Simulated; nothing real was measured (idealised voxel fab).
Process module name: voxel double patterning
The cross-section shown here is cut; it is 230 nm wide and divided into square cells measuring 5 nm on a side.
Heads up, the way a cross-section reads in here is a grid of square cells, handed over as bands from the top down, with every band being one or more rows of cells.
It is stipulated that each band's entry specify, in nanometres, the height of the top of the band and then that of its bottom, followed by the materials of the band in left-to-right sequence, each together with its width in nanometres. A single material marked by the word "full width" is understood to fill the band from edge to edge; the word "air" is understood to denote empty space.
Heads up on the height convention: 0 is the point under which the incoming wafer is all one material, and the lowest band has no bottom, it just keeps going down, like "from 0 down".
The width entry "30 to 40" should be interpreted row by row: the top row of cells in the band takes the first number, the bottom row takes the second number, and the change between adjacent rows is uniform throughout.
"nothing different" means the step left every cell of the cross-section as it was.
Each empty space that has no open way to the top and spans at least 8 cells appears under "Closed void list" as width x height at distance, the distance counted from the left edge, all in nm.
What comes after the settings on a step's line is commentary from the simulator itself on that step.
When a step includes a mask, the "overlay nm" setting on its line states how far to the right of its planned place that mask lay, and negative values state how far to the left.

# This section lists the process steps that were planned
1: RECEIVE | material Si
2: CONFORMAL_DEP | material SiO2 | thk nm 10
3: DIRECTIONAL_DEP | material W | thk nm 15
4: DIRECTIONAL_DEP | material SiCN | thk nm 5
5: MASKED_ETCH | tone open | mask id FIRST | width nm 15 | pitch nm 50 | etch materials SiCN | depth nm 5 | overlay nm 0
6: DIRECTIONAL_DEP | material aC | thk nm 10
7: PATTERN | tone open | mask id SECOND | material resist | width nm 15 | pitch nm 50 | thk nm 30 | overlay nm 0
8: DIRECTIONAL_ETCH | etch materials aC | depth nm 10
9: STRIP | etch materials resist
10: DIRECTIONAL_ETCH | etch materials SiCN | depth nm 5
11: STRIP | etch materials aC
12: DIRECTIONAL_ETCH | etch materials W | depth nm 15
13: STRIP | etch materials SiCN

# Wafer as received: cross-section following step 1
* from 0 down = Si full width
* Closed void list: none

# What the wafer looks like in cross-section after this module, when it starts as shown above and follows the plan above but one mistake is made in running it
* from 40 to 25 = W: 55 | air: 15 | W: 10 | air: 15 | W: 10 | air: 15 | W: 10 | air: 15 | W: 10 | air: 15 | W: 60
* from 25 to 10 = W full width
* from 10 to 0 = SiO2 full width
* from 0 down = Si full width
* Closed void list: none
Want to know what went wrong? the plan's step 3 ran twice
